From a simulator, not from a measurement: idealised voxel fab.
process module | voxel trench capacitor
cross-section cut | 265 nm wide | cells 5 nm
A cross-section is a grid of square cells, given in bands from the top down. A band is one or more rows of cells.
Each band's line starts with the height of the band's top and of its bottom, in nm. Then come its materials from left to right, each with its width in nm. One material with "throughout" fills the band from edge to edge. "air" is empty space.
Height 0 is the level under which the wafer as received is all one material. The lowest band goes on downwards, as in "0 down".
A width such as "30 to 40" changes by the same amount from each row of cells to the next, from the band's top row to its bottom row.
"no change" after a step means that no cell of the cross-section changed.
closed voids: empty space of 8 cells or more with no open way to the top, each as width x height at its distance from the left edge, in nm
after a step's settings: what the simulator itself notes on the step
overlay nm, on a step with a mask: how far to the right of its planned place the mask lay; to the left if negative
plan
1 op RECEIVE | material Si
2 op CONFORMAL_DEP | material SiN | thk nm 5
3 op MASKED_ETCH | tone open | mask id TRENCH | width nm 25 | pitch nm 45 | etch materials SiN | depth nm 5 | overlay nm 0
4 op MASKED_ETCH | tone open | mask id TRENCH | width nm 25 | pitch nm 45 | etch materials Si | depth nm 30 | overlay nm 0
5 op CONFORMAL_DEP | material HfO2 | thk nm 5
6 op CONFORMAL_DEP | material TiN | thk nm 5
7 op FILL_DEP | material W | thk nm 5
8 op CMP | height nm 5
first wafer, as planned
as received, after step 1
  0 down: Si throughout
  closed voids: none
after step 2
  5 to 0: SiN throughout
  below 0: unchanged
after step 3
  5 to 0: SiN 75 | air 25 | SiN 20 | air 25 | SiN 20 | air 25 | SiN 75
  below 0: unchanged
after step 4
  5 to 0: SiN 75 | air 25 | SiN 20 | air 25 | SiN 20 | air 25 | SiN 75
  0 to -30: Si 75 | air 25 | Si 20 | air 25 | Si 20 | air 25 | Si 75
  below -30: unchanged
after step 5
  10 to 5: HfO2 80 | air 15 | HfO2 30 | air 15 | HfO2 30 | air 15 | HfO2 80
  5 to 0: SiN 75 | HfO2 5 | air 15 | HfO2 5 | SiN 20 | HfO2 5 | air 15 | HfO2 5 | SiN 20 | HfO2 5 | air 15 | HfO2 5 | SiN 75
  0 to -25: Si 75 | HfO2 5 | air 15 | HfO2 5 | Si 20 | HfO2 5 | air 15 | HfO2 5 | Si 20 | HfO2 5 | air 15 | HfO2 5 | Si 75
  -25 to -30: Si 75 | HfO2 25 | Si 20 | HfO2 25 | Si 20 | HfO2 25 | Si 75
  below -30: unchanged
after step 6
  15 to 10: TiN 85 | air 5 | TiN 40 | air 5 | TiN 40 | air 5 | TiN 85
  10 to 5: HfO2 80 | TiN 5 | air 5 | TiN 5 | HfO2 30 | TiN 5 | air 5 | TiN 5 | HfO2 30 | TiN 5 | air 5 | TiN 5 | HfO2 80
  5 to 0: SiN 75 | HfO2 5 | TiN 5 | air 5 | TiN 5 | HfO2 5 | SiN 20 | HfO2 5 | TiN 5 | air 5 | TiN 5 | HfO2 5 | SiN 20 | HfO2 5 | TiN 5 | air 5 | TiN 5 | HfO2 5 | SiN 75
  0 to -20: Si 75 | HfO2 5 | TiN 5 | air 5 | TiN 5 | HfO2 5 | Si 20 | HfO2 5 | TiN 5 | air 5 | TiN 5 | HfO2 5 | Si 20 | HfO2 5 | TiN 5 | air 5 | TiN 5 | HfO2 5 | Si 75
  -20 to -25: Si 75 | HfO2 5 | TiN 15 | HfO2 5 | Si 20 | HfO2 5 | TiN 15 | HfO2 5 | Si 20 | HfO2 5 | TiN 15 | HfO2 5 | Si 75
  below -25: unchanged
after step 7
  20 to 15: W throughout
  15 to 10: TiN 85 | W 5 | TiN 40 | W 5 | TiN 40 | W 5 | TiN 85
  10 to 5: HfO2 80 | TiN 5 | W 5 | TiN 5 | HfO2 30 | TiN 5 | W 5 | TiN 5 | HfO2 30 | TiN 5 | W 5 | TiN 5 | HfO2 80
  5 to 0: SiN 75 | HfO2 5 | TiN 5 | W 5 | TiN 5 | HfO2 5 | SiN 20 | HfO2 5 | TiN 5 | W 5 | TiN 5 | HfO2 5 | SiN 20 | HfO2 5 | TiN 5 | W 5 | TiN 5 | HfO2 5 | SiN 75
  0 to -20: Si 75 | HfO2 5 | TiN 5 | W 5 | TiN 5 | HfO2 5 | Si 20 | HfO2 5 | TiN 5 | W 5 | TiN 5 | HfO2 5 | Si 20 | HfO2 5 | TiN 5 | W 5 | TiN 5 | HfO2 5 | Si 75
  below -20: unchanged
after step 8
  5 to 0: SiN 75 | HfO2 5 | TiN 5 | W 5 | TiN 5 | HfO2 5 | SiN 20 | HfO2 5 | TiN 5 | W 5 | TiN 5 | HfO2 5 | SiN 20 | HfO2 5 | TiN 5 | W 5 | TiN 5 | HfO2 5 | SiN 75
  below 0: unchanged
second wafer: like start, like plan, one mistake. Through step 4 it matches the first wafer
when step 5 should have ended
  10 to 5: TiN 80 | air 15 | TiN 30 | air 15 | TiN 30 | air 15 | TiN 80
  5 to 0: SiN 75 | TiN 5 | air 15 | TiN 5 | SiN 20 | TiN 5 | air 15 | TiN 5 | SiN 20 | TiN 5 | air 15 | TiN 5 | SiN 75
  0 to -25: Si 75 | TiN 5 | air 15 | TiN 5 | Si 20 | TiN 5 | air 15 | TiN 5 | Si 20 | TiN 5 | air 15 | TiN 5 | Si 75
  -25 to -30: Si 75 | TiN 25 | Si 20 | TiN 25 | Si 20 | TiN 25 | Si 75
  below -30: unchanged
when step 6 should have ended
  15 to 10: HfO2 85 | air 5 | HfO2 40 | air 5 | HfO2 40 | air 5 | HfO2 85
  10 to 5: TiN 80 | HfO2 5 | air 5 | HfO2 5 | TiN 30 | HfO2 5 | air 5 | HfO2 5 | TiN 30 | HfO2 5 | air 5 | HfO2 5 | TiN 80
  5 to 0: SiN 75 | TiN 5 | HfO2 5 | air 5 | HfO2 5 | TiN 5 | SiN 20 | TiN 5 | HfO2 5 | air 5 | HfO2 5 | TiN 5 | SiN 20 | TiN 5 | HfO2 5 | air 5 | HfO2 5 | TiN 5 | SiN 75
  0 to -20: Si 75 | TiN 5 | HfO2 5 | air 5 | HfO2 5 | TiN 5 | Si 20 | TiN 5 | HfO2 5 | air 5 | HfO2 5 | TiN 5 | Si 20 | TiN 5 | HfO2 5 | air 5 | HfO2 5 | TiN 5 | Si 75
  -20 to -25: Si 75 | TiN 5 | HfO2 15 | TiN 5 | Si 20 | TiN 5 | HfO2 15 | TiN 5 | Si 20 | TiN 5 | HfO2 15 | TiN 5 | Si 75
  below -25: unchanged
when step 7 should have ended
  20 to 15: W throughout
  15 to 10: HfO2 85 | W 5 | HfO2 40 | W 5 | HfO2 40 | W 5 | HfO2 85
  10 to 5: TiN 80 | HfO2 5 | W 5 | HfO2 5 | TiN 30 | HfO2 5 | W 5 | HfO2 5 | TiN 30 | HfO2 5 | W 5 | HfO2 5 | TiN 80
  5 to 0: SiN 75 | TiN 5 | HfO2 5 | W 5 | HfO2 5 | TiN 5 | SiN 20 | TiN 5 | HfO2 5 | W 5 | HfO2 5 | TiN 5 | SiN 20 | TiN 5 | HfO2 5 | W 5 | HfO2 5 | TiN 5 | SiN 75
  0 to -20: Si 75 | TiN 5 | HfO2 5 | W 5 | HfO2 5 | TiN 5 | Si 20 | TiN 5 | HfO2 5 | W 5 | HfO2 5 | TiN 5 | Si 20 | TiN 5 | HfO2 5 | W 5 | HfO2 5 | TiN 5 | Si 75
  below -20: unchanged
when step 8 should have ended
  5 to 0: SiN 75 | TiN 5 | HfO2 5 | W 5 | HfO2 5 | TiN 5 | SiN 20 | TiN 5 | HfO2 5 | W 5 | HfO2 5 | TiN 5 | SiN 20 | TiN 5 | HfO2 5 | W 5 | HfO2 5 | TiN 5 | SiN 75
  below 0: unchanged
what went wrong: steps 5 and 6 were swapped
at the end the second wafer has, in cells: 12 fewer of HfO2 | 12 more of TiN
